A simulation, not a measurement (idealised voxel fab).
process module | voxel spacer lines
Displayed cross-section: cut, width of 160 nm, square cells sized 5 nm.
The cross-sections in this document take the form of a grid made of square cells. They are written out as bands, in order from top to bottom. Each band consists of one or more rows of cells. Top, bottom (nm), then materials left to right with widths (nm); lone material tagged "throughout" fills the whole band edge to edge; "empty" = empty space. Ref level 0: as-received wafer is one material below here. Bottom band extends down with no lower bound ("0..down"). The width entry "30 to 40" should be interpreted row by row: the top row of cells in the band takes the first number, the bottom row takes the second number, and the change between adjacent rows is uniform throughout. Where the words "nothing different" appear for a step, the cross-section shows no cell changed by that step; every cell remained as before. Entry "Catalogued sealed voids". Content: empty spaces with no open connection to the top, size 8 cells or greater. Each: width x height at distance. Distance: from left edge. Unit: nm. Read whatever lies past the settings on a step's line as the simulator's own remark about the step. Each step line may optionally specify "overlay nm", which for a step with a mask gives the rightward distance between the mask's planned place and where it lay, a negative value indicating the leftward direction.

Set out below are the planned steps of the process
| 1 | RECEIVE | material Si |
| 2 | CONFORMAL_DEP | material Al2O3 | thk nm 5 |
| 3 | DIRECTIONAL_DEP | material W | thk nm 15 |
| 4 | DIRECTIONAL_DEP | material aC | thk nm 20 |
| 5 | PATTERN | tone cover | mask id MANDREL | material resist | width nm 20 | pitch nm 60 | thk nm 25 | overlay nm 0 |
| 6 | DIRECTIONAL_ETCH | etch materials aC | depth nm 20 |
| 7 | STRIP | etch materials resist |
| 8 | CONFORMAL_DEP | material SiO2 | thk nm 10 |
| 9 | DIRECTIONAL_ETCH | etch materials SiO2 | depth nm 10 |
| 10 | STRIP | etch materials aC |
| 11 | DIRECTIONAL_ETCH | etch materials W | depth nm 15 |
| 12 | STRIP | etch materials SiO2 |

Step 1 complete: cross-section of the wafer as received
    0..down: Si throughout
    Catalogued sealed voids: none

End-of-module cross-section. Starting structure and process plan as above; one mistake made in running it
    20..5: empty (35) / W (10) / empty (15) / W (10) / empty (25) / W (10) / empty (15) / W (10) / empty (30)
    5..0: Al2O3 throughout
    0..down: Si throughout
    Catalogued sealed voids: none
It is concluded that the wafer was processed incorrectly with respect to the plan, in that rather than as planned, step 5 actually ran as PATTERN | tone cover | mask id MANDREL | material resist | width nm 15 | pitch nm 60 | thk nm 25 | overlay nm 0
